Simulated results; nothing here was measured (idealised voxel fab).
A process module follows: voxel capacitor over wiring.
Xsec cut, 210 nm wide, square cell size 5 nm.
Cross-section spec: square-cell grid; bands listed top down; each band is one or more rows.
In this notation a band is specified by the heights of its top and bottom, in that order and in nm, after which its materials appear from left to right, each paired with its width in nm. The word "edge to edge" attached to a single material means that material fills the band from edge to edge; the word "air" stands for empty space.
Heads up on the height convention: 0 is the point under which the incoming wafer is all one material, and the lowest band has no bottom, it just keeps going down, like "top 0, no bottom".
You'd read "30..40" like this: the band's top row of cells is as wide as the first number, its bottom row is as wide as the second, and going down, every row changes width by the same amount as the row before did.
For the purposes of this document, the phrase "remained unchanged" attached to a step denotes that no cell within the cross-section was modified by that step.
In "Enclosed void list" the enclosed voids are listed, meaning empty spaces of 8 cells or larger without any opening to the top. The form is width x height at distance, distance from the left edge, units nm.
On a step's line, text after the settings is the simulator commenting on that step.
overlay nm: right-of-plan distance of the mask on a masked step; negative values mean left-of-plan.
# The process steps that were planned are listed below
1: RECEIVE: material Si
2: CONFORMAL_DEP: material SiO2, thk nm 15
3: CONFORMAL_DEP: material SiCN, thk nm 5
4: DIRECTIONAL_DEP: material SiO2, thk nm 25
5: MASKED_ETCH: tone open, mask id METAL_1, width nm 25, pitch nm 75, etch materials SiO2, depth nm 25, overlay nm 0
6: MASKED_ETCH: tone open, mask id METAL_1, width nm 25, pitch nm 75, etch materials SiCN, depth nm 5, overlay nm 0
7: CONFORMAL_DEP: material TiN, thk nm 5
8: FILL_DEP: material W, thk nm 10
9: CMP: height nm 45
10: EPI: material Ru, thk nm 5
11: FILL_DEP: material SiCN, thk nm 5
12: DIRECTIONAL_DEP: material SiO2, thk nm 10
13: MASKED_ETCH: tone open, mask id PLUG_1, width nm 15, etch materials SiO2, depth nm 10, overlay nm 0
14: MASKED_ETCH: tone open, mask id PLUG_1, width nm 15, etch materials SiCN, depth nm 5, overlay nm 0
15: CONFORMAL_DEP: material TiN, thk nm 5
16: FILL_DEP: material W, thk nm 5
17: CMP: height nm 65
18: DIRECTIONAL_DEP: material TiN, thk nm 10
19: DIRECTIONAL_DEP: material Al2O3, thk nm 5
20: DIRECTIONAL_DEP: material TiN, thk nm 10
21: PATTERN: tone cover, mask id UPPER_PLATE, material resist, width nm 55, thk nm 20, overlay nm 0
22: DIRECTIONAL_ETCH: etch materials TiN, depth nm 10
23: DIRECTIONAL_ETCH: etch materials Al2O3, depth nm 5
24: STRIP: etch materials resist
25: PATTERN: tone cover, mask id LOWER_PLATE, material resist, width nm 65, thk nm 15, overlay nm 0
26: DIRECTIONAL_ETCH: etch materials TiN, depth nm 10
27: STRIP: etch materials resist
28: FILL_DEP: material SiO2, thk nm 20
29: CMP: height nm 105
30: PATTERN: tone open, mask id PLUG_2, material resist, width nm 15, thk nm 20, overlay nm 0
31: DIRECTIONAL_ETCH: etch materials SiO2, depth nm 15
32: STRIP: etch materials resist
33: CONFORMAL_DEP: material TiN, thk nm 5
34: FILL_DEP: material Ru, thk nm 5
35: CMP: height nm 105
36: CONFORMAL_DEP: material SiCN, thk nm 5
# So, the first of our two wafers, run just as we planned it
# Shown in cross-section is the wafer as received, that is, as it stands after step 1
- top 0, no bottom = Si edge to edge
- Enclosed void list: none
# The following cross-section depicts the wafer upon completion of step 2
- top 15, bottom 0 = SiO2 edge to edge
- Anything lower than 0 is untouched.
# The following cross-section depicts the wafer upon completion of step 3
- top 20, bottom 15 = SiCN edge to edge
- Anything lower than 15 is untouched.
# The following cross-section depicts the wafer upon completion of step 4
- top 45, bottom 20 = SiO2 edge to edge
- Anything lower than 20 is untouched.
# The following cross-section depicts the wafer upon completion of step 5
- top 45, bottom 20 = SiO2 55 nm / air 25 nm / SiO2 50 nm / air 25 nm / SiO2 55 nm
- Anything lower than 20 is untouched.
# The following cross-section depicts the wafer upon completion of step 6
- top 45, bottom 20 = SiO2 55 nm / air 25 nm / SiO2 50 nm / air 25 nm / SiO2 55 nm
- top 20, bottom 15 = SiCN 55 nm / air 25 nm / SiCN 50 nm / air 25 nm / SiCN 55 nm
- Anything lower than 15 is untouched.
# The following cross-section depicts the wafer upon completion of step 7
- top 50, bottom 45 = TiN 60 nm / air 15 nm / TiN 60 nm / air 15 nm / TiN 60 nm
- top 45, bottom 20 = SiO2 55 nm / TiN 5 nm / air 15 nm / TiN 5 nm / SiO2 50 nm / TiN 5 nm / air 15 nm / TiN 5 nm / SiO2 55 nm
- top 20, bottom 15 = SiCN 55 nm / TiN 25 nm / SiCN 50 nm / TiN 25 nm / SiCN 55 nm
- Anything lower than 15 is untouched.
# The following cross-section depicts the wafer upon completion of step 8
- top 60, bottom 50 = W edge to edge
- top 50, bottom 45 = TiN 60 nm / W 15 nm / TiN 60 nm / W 15 nm / TiN 60 nm
- top 45, bottom 20 = SiO2 55 nm / TiN 5 nm / W 15 nm / TiN 5 nm / SiO2 50 nm / TiN 5 nm / W 15 nm / TiN 5 nm / SiO2 55 nm
- Anything lower than 20 is untouched.
# The following cross-section depicts the wafer upon completion of step 9
- top 45, bottom 20 = SiO2 55 nm / TiN 5 nm / W 15 nm / TiN 5 nm / SiO2 50 nm / TiN 5 nm / W 15 nm / TiN 5 nm / SiO2 55 nm
- Anything lower than 20 is untouched.
# The following cross-section depicts the wafer upon completion of step 10
- top 50, bottom 45 = air 50 nm / Ru 35 nm / air 40 nm / Ru 35 nm / air 50 nm
- Anything lower than 45 is untouched.
# The following cross-section depicts the wafer upon completion of step 11
- top 55, bottom 50 = SiCN edge to edge
- top 50, bottom 45 = SiCN 50 nm / Ru 35 nm / SiCN 40 nm / Ru 35 nm / SiCN 50 nm
- Anything lower than 45 is untouched.
# The following cross-section depicts the wafer upon completion of step 12
- top 65, bottom 55 = SiO2 edge to edge
- Anything lower than 55 is untouched.
# The following cross-section depicts the wafer upon completion of step 13
- top 65, bottom 55 = SiO2 65 nm / air 15 nm / SiO2 130 nm
- Anything lower than 55 is untouched.
# The following cross-section depicts the wafer upon completion of step 14
- top 65, bottom 55 = SiO2 65 nm / air 15 nm / SiO2 130 nm
- top 55, bottom 50 = SiCN 65 nm / air 15 nm / SiCN 130 nm
- Anything lower than 50 is untouched.
# The following cross-section depicts the wafer upon completion of step 15
- top 70, bottom 65 = TiN 70 nm / air 5 nm / TiN 135 nm
- top 65, bottom 55 = SiO2 65 nm / TiN 5 nm / air 5 nm / TiN 5 nm / SiO2 130 nm
- top 55, bottom 50 = SiCN 65 nm / TiN 15 nm / SiCN 130 nm
- Anything lower than 50 is untouched.
# The following cross-section depicts the wafer upon completion of step 16
- top 75, bottom 70 = W edge to edge
- top 70, bottom 65 = TiN 70 nm / W 5 nm / TiN 135 nm
- top 65, bottom 55 = SiO2 65 nm / TiN 5 nm / W 5 nm / TiN 5 nm / SiO2 130 nm
- Anything lower than 55 is untouched.
# The following cross-section depicts the wafer upon completion of step 17
- top 65, bottom 55 = SiO2 65 nm / TiN 5 nm / W 5 nm / TiN 5 nm / SiO2 130 nm
- Anything lower than 55 is untouched.
# The following cross-section depicts the wafer upon completion of step 18
- top 75, bottom 65 = TiN edge to edge
- Anything lower than 65 is untouched.
# The following cross-section depicts the wafer upon completion of step 19
- top 80, bottom 75 = Al2O3 edge to edge
- Anything lower than 75 is untouched.
# The following cross-section depicts the wafer upon completion of step 20
- top 90, bottom 80 = TiN edge to edge
- Anything lower than 80 is untouched.
# The following cross-section depicts the wafer upon completion of step 21
- top 110, bottom 90 = air 65 nm / resist 55 nm / air 90 nm
- Anything lower than 90 is untouched.
# The following cross-section depicts the wafer upon completion of step 22
- top 110, bottom 90 = air 65 nm / resist 55 nm / air 90 nm
- top 90, bottom 80 = air 65 nm / TiN 55 nm / air 90 nm
- Anything lower than 80 is untouched.
# The following cross-section depicts the wafer upon completion of step 23
- top 110, bottom 90 = air 65 nm / resist 55 nm / air 90 nm
- top 90, bottom 80 = air 65 nm / TiN 55 nm / air 90 nm
- top 80, bottom 75 = air 65 nm / Al2O3 55 nm / air 90 nm
- Anything lower than 75 is untouched.
# The following cross-section depicts the wafer upon completion of step 24
- top 90, bottom 80 = air 65 nm / TiN 55 nm / air 90 nm
- Anything lower than 80 is untouched.
# The following cross-section depicts the wafer upon completion of step 25
- top 105, bottom 90 = air 60 nm / resist 65 nm / air 85 nm
- top 90, bottom 80 = air 60 nm / resist 5 nm / TiN 55 nm / resist 5 nm / air 85 nm
- top 80, bottom 75 = air 60 nm / resist 5 nm / Al2O3 55 nm / resist 5 nm / air 85 nm
- Anything lower than 75 is untouched.
# The following cross-section depicts the wafer upon completion of step 26
- top 105, bottom 90 = air 60 nm / resist 65 nm / air 85 nm
- top 90, bottom 80 = air 60 nm / resist 5 nm / TiN 55 nm / resist 5 nm / air 85 nm
- top 80, bottom 75 = air 60 nm / resist 5 nm / Al2O3 55 nm / resist 5 nm / air 85 nm
- top 75, bottom 65 = air 60 nm / TiN 65 nm / air 85 nm
- Anything lower than 65 is untouched.
# The following cross-section depicts the wafer upon completion of step 27
- top 90, bottom 80 = air 65 nm / TiN 55 nm / air 90 nm
- top 80, bottom 75 = air 65 nm / Al2O3 55 nm / air 90 nm
- Anything lower than 75 is untouched.
# The following cross-section depicts the wafer upon completion of step 28
- top 110, bottom 90 = SiO2 edge to edge
- top 90, bottom 80 = SiO2 65 nm / TiN 55 nm / SiO2 90 nm
- top 80, bottom 75 = SiO2 65 nm / Al2O3 55 nm / SiO2 90 nm
- top 75, bottom 65 = SiO2 60 nm / TiN 65 nm / SiO2 85 nm
- Anything lower than 65 is untouched.
# The following cross-section depicts the wafer upon completion of step 29
- top 105, bottom 90 = SiO2 edge to edge
- Anything lower than 90 is untouched.
# The following cross-section depicts the wafer upon completion of step 30
- top 125, bottom 105 = resist 75 nm / air 15 nm / resist 120 nm
- Anything lower than 105 is untouched.
# The following cross-section depicts the wafer upon completion of step 31
- top 125, bottom 105 = resist 75 nm / air 15 nm / resist 120 nm
- top 105, bottom 90 = SiO2 75 nm / air 15 nm / SiO2 120 nm
- Anything lower than 90 is untouched.
# The following cross-section depicts the wafer upon completion of step 32
- top 105, bottom 90 = SiO2 75 nm / air 15 nm / SiO2 120 nm
- Anything lower than 90 is untouched.
# The following cross-section depicts the wafer upon completion of step 33
- top 110, bottom 105 = TiN 80 nm / air 5 nm / TiN 125 nm
- top 105, bottom 95 = SiO2 75 nm / TiN 5 nm / air 5 nm / TiN 5 nm / SiO2 120 nm
- top 95, bottom 90 = SiO2 75 nm / TiN 15 nm / SiO2 120 nm
- Anything lower than 90 is untouched.
# The following cross-section depicts the wafer upon completion of step 34
- top 115, bottom 110 = Ru edge to edge
- top 110, bottom 105 = TiN 80 nm / Ru 5 nm / TiN 125 nm
- top 105, bottom 95 = SiO2 75 nm / TiN 5 nm / Ru 5 nm / TiN 5 nm / SiO2 120 nm
- Anything lower than 95 is untouched.
# The following cross-section depicts the wafer upon completion of step 35
- top 105, bottom 95 = SiO2 75 nm / TiN 5 nm / Ru 5 nm / TiN 5 nm / SiO2 120 nm
- Anything lower than 95 is untouched.
# The following cross-section depicts the wafer upon completion of step 36
- top 110, bottom 105 = SiCN edge to edge
- Anything lower than 105 is untouched.
# Wafer two. Identical start, identical plan. One mistake in execution. Identical history through step 1
# Second wafer, sectioned view, at step 2's planned end time
- top 5, bottom 0 = SiCN edge to edge
- Anything lower than 0 is untouched.
# Second wafer, sectioned view, at step 3's planned end time
- top 20, bottom 5 = SiO2 edge to edge
- Anything lower than 5 is untouched.
# Second wafer, sectioned view, at step 4's planned end time
- top 45, bottom 5 = SiO2 edge to edge
- Anything lower than 5 is untouched.
# Second wafer, sectioned view, at step 5's planned end time
- top 45, bottom 20 = SiO2 55 nm / air 25 nm / SiO2 50 nm / air 25 nm / SiO2 55 nm
- Anything lower than 20 is untouched.
Second wafer, sectioned view, at step 6's planned end time: remained unchanged
# Second wafer, sectioned view, at step 7's planned end time
- top 50, bottom 45 = TiN 60 nm / air 15 nm / TiN 60 nm / air 15 nm / TiN 60 nm
- top 45, bottom 25 = SiO2 55 nm / TiN 5 nm / air 15 nm / TiN 5 nm / SiO2 50 nm / TiN 5 nm / air 15 nm / TiN 5 nm / SiO2 55 nm
- top 25, bottom 20 = SiO2 55 nm / TiN 25 nm / SiO2 50 nm / TiN 25 nm / SiO2 55 nm
- Anything lower than 20 is untouched.
# Second wafer, sectioned view, at step 8's planned end time
- top 60, bottom 50 = W edge to edge
- top 50, bottom 45 = TiN 60 nm / W 15 nm / TiN 60 nm / W 15 nm / TiN 60 nm
- top 45, bottom 25 = SiO2 55 nm / TiN 5 nm / W 15 nm / TiN 5 nm / SiO2 50 nm / TiN 5 nm / W 15 nm / TiN 5 nm / SiO2 55 nm
- Anything lower than 25 is untouched.
# Second wafer, sectioned view, at step 9's planned end time
- top 45, bottom 25 = SiO2 55 nm / TiN 5 nm / W 15 nm / TiN 5 nm / SiO2 50 nm / TiN 5 nm / W 15 nm / TiN 5 nm / SiO2 55 nm
- Anything lower than 25 is untouched.
# Second wafer, sectioned view, at step 10's planned end time
- top 50, bottom 45 = air 50 nm / Ru 35 nm / air 40 nm / Ru 35 nm / air 50 nm
- Anything lower than 45 is untouched.
# Second wafer, sectioned view, at step 11's planned end time
- top 55, bottom 50 = SiCN edge to edge
- top 50, bottom 45 = SiCN 50 nm / Ru 35 nm / SiCN 40 nm / Ru 35 nm / SiCN 50 nm
- Anything lower than 45 is untouched.
# Second wafer, sectioned view, at step 12's planned end time
- top 65, bottom 55 = SiO2 edge to edge
- Anything lower than 55 is untouched.
# Second wafer, sectioned view, at step 13's planned end time
- top 65, bottom 55 = SiO2 65 nm / air 15 nm / SiO2 130 nm
- Anything lower than 55 is untouched.
# Second wafer, sectioned view, at step 14's planned end time
- top 65, bottom 55 = SiO2 65 nm / air 15 nm / SiO2 130 nm
- top 55, bottom 50 = SiCN 65 nm / air 15 nm / SiCN 130 nm
- Anything lower than 50 is untouched.
# Second wafer, sectioned view, at step 15's planned end time
- top 70, bottom 65 = TiN 70 nm / air 5 nm / TiN 135 nm
- top 65, bottom 55 = SiO2 65 nm / TiN 5 nm / air 5 nm / TiN 5 nm / SiO2 130 nm
- top 55, bottom 50 = SiCN 65 nm / TiN 15 nm / SiCN 130 nm
- Anything lower than 50 is untouched.
# Second wafer, sectioned view, at step 16's planned end time
- top 75, bottom 70 = W edge to edge
- top 70, bottom 65 = TiN 70 nm / W 5 nm / TiN 135 nm
- top 65, bottom 55 = SiO2 65 nm / TiN 5 nm / W 5 nm / TiN 5 nm / SiO2 130 nm
- Anything lower than 55 is untouched.
# Second wafer, sectioned view, at step 17's planned end time
- top 65, bottom 55 = SiO2 65 nm / TiN 5 nm / W 5 nm / TiN 5 nm / SiO2 130 nm
- Anything lower than 55 is untouched.
# Second wafer, sectioned view, at step 18's planned end time
- top 75, bottom 65 = TiN edge to edge
- Anything lower than 65 is untouched.
# Second wafer, sectioned view, at step 19's planned end time
- top 80, bottom 75 = Al2O3 edge to edge
- Anything lower than 75 is untouched.
# Second wafer, sectioned view, at step 20's planned end time
- top 90, bottom 80 = TiN edge to edge
- Anything lower than 80 is untouched.
# Second wafer, sectioned view, at step 21's planned end time
- top 110, bottom 90 = air 65 nm / resist 55 nm / air 90 nm
- Anything lower than 90 is untouched.
# Second wafer, sectioned view, at step 22's planned end time
- top 110, bottom 90 = air 65 nm / resist 55 nm / air 90 nm
- top 90, bottom 80 = air 65 nm / TiN 55 nm / air 90 nm
- Anything lower than 80 is untouched.
# Second wafer, sectioned view, at step 23's planned end time
- top 110, bottom 90 = air 65 nm / resist 55 nm / air 90 nm
- top 90, bottom 80 = air 65 nm / TiN 55 nm / air 90 nm
- top 80, bottom 75 = air 65 nm / Al2O3 55 nm / air 90 nm
- Anything lower than 75 is untouched.
# Second wafer, sectioned view, at step 24's planned end time
- top 90, bottom 80 = air 65 nm / TiN 55 nm / air 90 nm
- Anything lower than 80 is untouched.
# Second wafer, sectioned view, at step 25's planned end time
- top 105, bottom 90 = air 60 nm / resist 65 nm / air 85 nm
- top 90, bottom 80 = air 60 nm / resist 5 nm / TiN 55 nm / resist 5 nm / air 85 nm
- top 80, bottom 75 = air 60 nm / resist 5 nm / Al2O3 55 nm / resist 5 nm / air 85 nm
- Anything lower than 75 is untouched.
# Second wafer, sectioned view, at step 26's planned end time
- top 105, bottom 90 = air 60 nm / resist 65 nm / air 85 nm
- top 90, bottom 80 = air 60 nm / resist 5 nm / TiN 55 nm / resist 5 nm / air 85 nm
- top 80, bottom 75 = air 60 nm / resist 5 nm / Al2O3 55 nm / resist 5 nm / air 85 nm
- top 75, bottom 65 = air 60 nm / TiN 65 nm / air 85 nm
- Anything lower than 65 is untouched.
# Second wafer, sectioned view, at step 27's planned end time
- top 90, bottom 80 = air 65 nm / TiN 55 nm / air 90 nm
- top 80, bottom 75 = air 65 nm / Al2O3 55 nm / air 90 nm
- Anything lower than 75 is untouched.
# Second wafer, sectioned view, at step 28's planned end time
- top 110, bottom 90 = SiO2 edge to edge
- top 90, bottom 80 = SiO2 65 nm / TiN 55 nm / SiO2 90 nm
- top 80, bottom 75 = SiO2 65 nm / Al2O3 55 nm / SiO2 90 nm
- top 75, bottom 65 = SiO2 60 nm / TiN 65 nm / SiO2 85 nm
- Anything lower than 65 is untouched.
# Second wafer, sectioned view, at step 29's planned end time
- top 105, bottom 90 = SiO2 edge to edge
- Anything lower than 90 is untouched.
# Second wafer, sectioned view, at step 30's planned end time
- top 125, bottom 105 = resist 75 nm / air 15 nm / resist 120 nm
- Anything lower than 105 is untouched.
# Second wafer, sectioned view, at step 31's planned end time
- top 125, bottom 105 = resist 75 nm / air 15 nm / resist 120 nm
- top 105, bottom 90 = SiO2 75 nm / air 15 nm / SiO2 120 nm
- Anything lower than 90 is untouched.
# Second wafer, sectioned view, at step 32's planned end time
- top 105, bottom 90 = SiO2 75 nm / air 15 nm / SiO2 120 nm
- Anything lower than 90 is untouched.
# Second wafer, sectioned view, at step 33's planned end time
- top 110, bottom 105 = TiN 80 nm / air 5 nm / TiN 125 nm
- top 105, bottom 95 = SiO2 75 nm / TiN 5 nm / air 5 nm / TiN 5 nm / SiO2 120 nm
- top 95, bottom 90 = SiO2 75 nm / TiN 15 nm / SiO2 120 nm
- Anything lower than 90 is untouched.
# Second wafer, sectioned view, at step 34's planned end time
- top 115, bottom 110 = Ru edge to edge
- top 110, bottom 105 = TiN 80 nm / Ru 5 nm / TiN 125 nm
- top 105, bottom 95 = SiO2 75 nm / TiN 5 nm / Ru 5 nm / TiN 5 nm / SiO2 120 nm
- Anything lower than 95 is untouched.
# Second wafer, sectioned view, at step 35's planned end time
- top 105, bottom 95 = SiO2 75 nm / TiN 5 nm / Ru 5 nm / TiN 5 nm / SiO2 120 nm
- Anything lower than 95 is untouched.
# Second wafer, sectioned view, at step 36's planned end time
- top 110, bottom 105 = SiCN edge to edge
- Anything lower than 105 is untouched.
Here's what went sideways: steps 2 and 3 got flipped, so each one ran where the other should have
at the end the second wafer has, in cells: +10 SiCN | -4 TiN | -6 W
